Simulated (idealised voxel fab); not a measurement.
Process module, titled voxel ribs on slabs
Pictured: cross-section cut, 260 nm wide, on a grid of 5 nm square cells.
Square cells in a grid make up a cross-section in this document, and the grid is given as bands, listed from the top down, each one or more rows of cells. The band entry comprises the height of the band's top followed by the height of its bottom, expressed in nm, and subsequently the band's materials from left to right, each stated together with its width in nm. Where a single material is marked with the word "full width", that material fills the band from edge to edge. The word "air" represents empty space. We count height from 0. Below that, the starting wafer is all one material. The lowest band never ends at the bottom but goes on down; see "0 nm and below" for how that is written. A width given as "30..40" starts at the first number in the band's top row and ends at the second number in its bottom row, shifting by an equal amount at every step from row to row. Where a step carries "nothing changed", the cross-section came out of it unchanged, cell for cell. "Closed void catalog" lists enclosed empty spaces (at least 8 cells, no open path upward to the top), each as width x height at distance from the left edge, in nm. after a step's settings: what the simulator itself notes on the step. The "overlay nm" setting may appear on a step's line; for a step that uses a mask, it gives how far to the right of its planned position the mask lay, and a negative value indicates the left.

The steps planned for the process are as follows
step 1: RECEIVE [material Si]
step 2: DIRECTIONAL_DEP [material SiO2] [thk nm 20]
step 3: DIRECTIONAL_DEP [material SiN] [thk nm 25]
step 4: DIRECTIONAL_DEP [material aC] [thk nm 10]
step 5: PATTERN [tone cover] [mask id RIB] [material resist] [width nm 20] [thk nm 25] [overlay nm 0]
step 6: DIRECTIONAL_ETCH [etch materials aC] [depth nm 10]
step 7: STRIP [etch materials resist]
step 8: DIRECTIONAL_ETCH [etch materials SiN] [depth nm 5]
step 9: STRIP [etch materials aC]
step 10: MASKED_ETCH [tone cover] [mask id SLAB] [width nm 60] [etch materials SiN] [depth nm 20] [overlay nm 0]
step 11: FILL_DEP [material SiO2] [thk nm 15]
step 12: CMP [height nm 55]
step 13: DIRECTIONAL_DEP [material W] [thk nm 5]
step 14: PATTERN [tone cover] [mask id HEATER] [material resist] [width nm 30] [thk nm 15] [overlay nm 0]
step 15: DIRECTIONAL_ETCH [etch materials W] [depth nm 5]
step 16: STRIP [etch materials resist]
step 17: CONFORMAL_DEP [material SiO2] [thk nm 10]

The following pertains to the first of two wafers, which was processed as planned

Wafer cross-section on receipt, i.e. after step 1
    0 nm and below  Si full width
    Closed void catalog: none

Once step 2 is through, the wafer looks like this in cross-section
    20 nm to 0 nm  SiO2 full width
    Nothing below the height 0 has changed.

Once step 3 is through, the wafer looks like this in cross-section
    45 nm to 20 nm  SiN full width
    Nothing below the height 20 has changed.

Once step 4 is through, the wafer looks like this in cross-section
    55 nm to 45 nm  aC full width
    Nothing below the height 45 has changed.

Once step 5 is through, the wafer looks like this in cross-section
    80 nm to 55 nm  air=120  resist=20  air=120
    Nothing below the height 55 has changed.

Once step 6 is through, the wafer looks like this in cross-section
    70 nm to 55 nm  air=120  resist=20  air=120
    55 nm to 45 nm  air=120  aC=20  air=120
    Nothing below the height 45 has changed.

Once step 7 is through, the wafer looks like this in cross-section
    55 nm to 45 nm  air=120  aC=20  air=120
    Nothing below the height 45 has changed.

Once step 8 is through, the wafer looks like this in cross-section
    55 nm to 45 nm  air=120  aC=20  air=120
    45 nm to 40 nm  air=120  SiN=20  air=120
    Nothing below the height 40 has changed.

Once step 9 is through, the wafer looks like this in cross-section
    45 nm to 40 nm  air=120  SiN=20  air=120
    Nothing below the height 40 has changed.

Once step 10 is through, the wafer looks like this in cross-section
    45 nm to 40 nm  air=120  SiN=20  air=120
    40 nm to 20 nm  air=100  SiN=60  air=100
    Nothing below the height 20 has changed.

Once step 11 is through, the wafer looks like this in cross-section
    60 nm to 45 nm  SiO2 full width
    45 nm to 40 nm  SiO2=120  SiN=20  SiO2=120
    40 nm to 20 nm  SiO2=100  SiN=60  SiO2=100
    Nothing below the height 20 has changed.

Once step 12 is through, the wafer looks like this in cross-section
    55 nm to 45 nm  SiO2 full width
    Nothing below the height 45 has changed.

Once step 13 is through, the wafer looks like this in cross-section
    60 nm to 55 nm  W full width
    Nothing below the height 55 has changed.

Once step 14 is through, the wafer looks like this in cross-section
    75 nm to 60 nm  air=115  resist=30  air=115
    Nothing below the height 60 has changed.

Once step 15 is through, the wafer looks like this in cross-section
    75 nm to 60 nm  air=115  resist=30  air=115
    60 nm to 55 nm  air=115  W=30  air=115
    Nothing below the height 55 has changed.

Once step 16 is through, the wafer looks like this in cross-section
    60 nm to 55 nm  air=115  W=30  air=115
    Nothing below the height 55 has changed.

Once step 17 is through, the wafer looks like this in cross-section
    70 nm to 65 nm  air=105  SiO2=50  air=105
    65 nm to 60 nm  SiO2 full width
    60 nm to 55 nm  SiO2=115  W=30  SiO2=115
    Nothing below the height 55 has changed.

Wafer two: like wafer one in start and plan, but with one mistake in execution; identical up to and including step 16

Second wafer, cut view, end of step 17 per plan: nothing changed
Nonconformance to the process plan: with respect to the plan, step 17 was omitted and not executed
Once processing is complete, comparing cell counts shows that the second wafer has more or fewer of certain materials than the first: SiO2 -108
